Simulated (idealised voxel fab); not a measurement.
process module | voxel gate over fins
cross-section cut | 220 nm wide | cells 5 nm
A cross-section is a grid of square cells, given in bands from the top down. A band is one or more rows of cells.
Each band's line starts with the height of the band's top and of its bottom, in nm. Then come its materials from left to right, each with its width in nm. One material with "throughout" fills the band from edge to edge. "air" is empty space.
Height 0 is the level under which the wafer as received is all one material. The lowest band goes on downwards, as in "0 down".
A width such as "30 to 40" changes by the same amount from each row of cells to the next, from the band's top row to its bottom row.
"no change" after a step means that no cell of the cross-section changed.
closed voids: empty space of 8 cells or more with no open way to the top, each as width x height at its distance from the left edge, in nm
after a step's settings: what the simulator itself notes on the step
overlay nm, on a step with a mask: how far to the right of its planned place the mask lay; to the left if negative
plan
1 op RECEIVE | material Si
2 op CONFORMAL_DEP | material SiN | thk nm 10
3 op PATTERN | tone cover | mask id FINS | material resist | width nm 15 | pitch nm 55 | thk nm 15 | overlay nm -15
4 op DIRECTIONAL_ETCH | etch materials SiN | depth nm 10
5 op DIRECTIONAL_ETCH | etch materials Si | depth nm 30
6 op STRIP | etch materials resist
7 op FILL_DEP | material SiO2 | thk nm 5
8 op CMP | height nm 10
9 op PATTERN | tone open | mask id RAIL | material resist | width nm 15 | thk nm 20 | overlay nm 0
10 op DIRECTIONAL_ETCH | etch materials SiO2 | depth nm 35
11 op STRIP | etch materials resist
12 op CONFORMAL_DEP | material TiN | thk nm 5
13 op FILL_DEP | material W | thk nm 5
14 op CMP | height nm 10
15 op SELECTIVE_ETCH | etch materials W Ru TiN | depth nm 30
16 op FILL_DEP | material SiO2 | thk nm 5
17 op CMP | height nm 10
18 op SELECTIVE_ETCH | etch materials SiO2 | depth nm 20
19 op STRIP | etch materials SiN
20 op CONFORMAL_DEP | material HfO2 | thk nm 5
21 op CONFORMAL_DEP | material TiN | thk nm 5
22 op FILL_DEP | material W | thk nm 15
23 op CMP | height nm 20
24 op CONFORMAL_DEP | material SiCN | thk nm 10
varied across the wafers: overlay nm of step 3. The plan shows the first wafer's value. All wafers start alike
first wafer as received, after step 1
  0 down: Si throughout
  closed voids: none
first wafer at the end, after step 24
  30 to 20: SiCN throughout
  20 to 10: W throughout
  10 to 5: W 20 | TiN 35 | W 20 | TiN 35 | W 20 | TiN 35 | W 55
  5 to 0: W 20 | TiN 5 | HfO2 25 | TiN 5 | W 20 | TiN 5 | HfO2 25 | TiN 5 | W 20 | TiN 5 | HfO2 25 | TiN 5 | W 55
  0 to -5: TiN 25 | HfO2 5 | Si 15 | HfO2 5 | TiN 30 | HfO2 5 | Si 15 | HfO2 5 | TiN 30 | HfO2 5 | Si 15 | HfO2 5 | TiN 60
  -5 to -10: HfO2 30 | Si 15 | HfO2 40 | Si 15 | HfO2 40 | Si 15 | HfO2 65
  -10 to -20: SiO2 30 | Si 15 | SiO2 40 | Si 15 | SiO2 40 | Si 15 | SiO2 65
  -20 to -25: SiO2 30 | Si 15 | SiO2 25 | TiN 15 | Si 15 | SiO2 40 | Si 15 | SiO2 65
  -25 to -30: SiO2 30 | Si 15 | SiO2 40 | Si 15 | SiO2 40 | Si 15 | SiO2 65
  -30 down: Si throughout
  closed voids: none
last wafer at the end
  30 to 20: SiCN throughout
  20 to 10: W throughout
  10 to 5: W 50 | TiN 35 | W 20 | TiN 35 | W 20 | TiN 35 | W 25
  5 to 0: W 50 | TiN 5 | HfO2 25 | TiN 5 | W 20 | TiN 5 | HfO2 25 | TiN 5 | W 20 | TiN 5 | HfO2 25 | TiN 5 | W 25
  0 to -5: TiN 55 | HfO2 5 | Si 15 | HfO2 5 | TiN 30 | HfO2 5 | Si 15 | HfO2 5 | TiN 30 | HfO2 5 | Si 15 | HfO2 5 | TiN 30
  -5 to -10: HfO2 60 | Si 15 | HfO2 40 | Si 15 | HfO2 40 | Si 15 | HfO2 35
  -10 to -20: SiO2 60 | Si 15 | SiO2 40 | Si 15 | SiO2 40 | Si 15 | SiO2 35
  -20 to -25: SiO2 60 | Si 15 | TiN 10 | SiO2 30 | Si 15 | SiO2 40 | Si 15 | SiO2 35
  -25 to -30: SiO2 60 | Si 15 | SiO2 40 | Si 15 | SiO2 40 | Si 15 | SiO2 35
  -30 down: Si throughout
  closed voids: none
each wafer at the end: cells of each material gained (+) or lost (-) since it was received, then its closed voids
overlay nm -15 | +56 HfO2 | -210 Si | +88 SiCN | +137 SiO2 | +59 TiN | +134 W | closed voids: none
overlay nm -10 | +56 HfO2 | -210 Si | +88 SiCN | +137 SiO2 | +59 TiN | +134 W | closed voids: none
overlay nm -5 | +56 HfO2 | -210 Si | +88 SiCN | +137 SiO2 | +59 TiN | +134 W | closed voids: none
overlay nm 0 | +56 HfO2 | -210 Si | +88 SiCN | +137 SiO2 | +59 TiN | +134 W | closed voids: none
overlay nm 5 | +56 HfO2 | -210 Si | +88 SiCN | +137 SiO2 | +59 TiN | +134 W | closed voids: none
overlay nm 10 | +56 HfO2 | -210 Si | +88 SiCN | +137 SiO2 | +59 TiN | +134 W | closed voids: none
overlay nm 15 | +56 HfO2 | -210 Si | +88 SiCN | +138 SiO2 | +58 TiN | +134 W | closed voids: none
